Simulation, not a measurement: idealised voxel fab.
voxel released beams: a process module
It is cross-section cut that appears here, measuring 210 nm in width, its square cells being 5 nm in size.
Reading order for cross-sections: top band down to bottom band. Underlying form: a grid of square cells. Band size: one or more rows of cells. Look at the band entry: it leads with the top's height and the bottom's height in nm. Then it lists the materials left to right, with a width in nm for each. The word "edge to edge" on a single material says that material fills the band edge to edge. The word "air" is empty space. Ref level 0: as-received wafer is one material below here. Bottom band extends down with no lower bound ("z 0 and below"). Read "30 to 40" as a graded width: first number on top, second number at the bottom, same change between each pair of neighbouring rows. Any step labelled "nothing altered" changed none of the cells in the cross-section. "Enclosed internal voids" contains a list of empty spaces, each no smaller than 8 cells and without an open way to the top, written in the form width x height at distance with the distance from the left edge and all three in nm. It should be noted that, on the line of a given step, the content following the step's settings is a remark produced by the simulator itself with respect to that step. What "overlay nm" on a step's line means: if the step has a mask, that mask lay this far to the right of its planned place, or, when the value is negative, to the left.
[Process steps (planned)]
| 1 | op RECEIVE | material Si |
| 2 | op CONFORMAL_DEP | material Al2O3 | thk nm 10 |
| 3 | op DIRECTIONAL_DEP | material SiO2 | thk nm 10 |
| 4 | op PATTERN | tone open | mask id ANCHOR | material resist | width nm 35 | thk nm 15 | overlay nm 0 |
| 5 | op DIRECTIONAL_ETCH | etch materials SiO2 | depth nm 10 |
| 6 | op STRIP | etch materials resist |
| 7 | op CONFORMAL_DEP | material SiN | thk nm 15 |
| 8 | op PATTERN | tone cover | mask id BEAM | material resist | width nm 105 | thk nm 15 | overlay nm 0 |
| 9 | op DIRECTIONAL_ETCH | etch materials SiN | depth nm 15 |
| 10 | op STRIP | etch materials resist |
| 11 | op STRIP | etch materials SiO2 |
[This is the cross-section of the wafer as we received it, i.e. after step 1]
- z 0 and below = Si edge to edge
- Enclosed internal voids: none
[As-planned run: cross-section of the first of two wafers at end of module]
- z 35 to 25 = air 50 nm, SiN 20 nm, air 5 nm, SiN 80 nm, air 55 nm
- z 25 to 20 = air 50 nm, SiN 105 nm, air 55 nm
- z 20 to 10 = air 55 nm, SiN 35 nm, air 120 nm
- z 10 to 0 = Al2O3 edge to edge
- z 0 and below = Si edge to edge
- Enclosed internal voids: none
[This is the second of the two wafers, cross-sectioned at the end of the module; it started exactly like the first and was given the same plan, but it was run with one mistake]
- z 35 to 25 = air 60 nm, SiN 10 nm, air 5 nm, SiN 90 nm, air 45 nm
- z 25 to 20 = air 60 nm, SiN 105 nm, air 45 nm
- z 20 to 10 = air 55 nm, SiN 35 nm, air 120 nm
- z 10 to 0 = Al2O3 edge to edge
- z 0 and below = Si edge to edge
- Enclosed internal voids: none
The plan and the run diverged here: it should be noted that step 8 was executed with settings other than those planned, the operation and settings actually applied being op PATTERN | tone cover | mask id BEAM | material resist | width nm 105 | thk nm 15 | overlay nm 10
At the close, every material occupies the same number of cells on the second wafer as on the first, only in different positions.
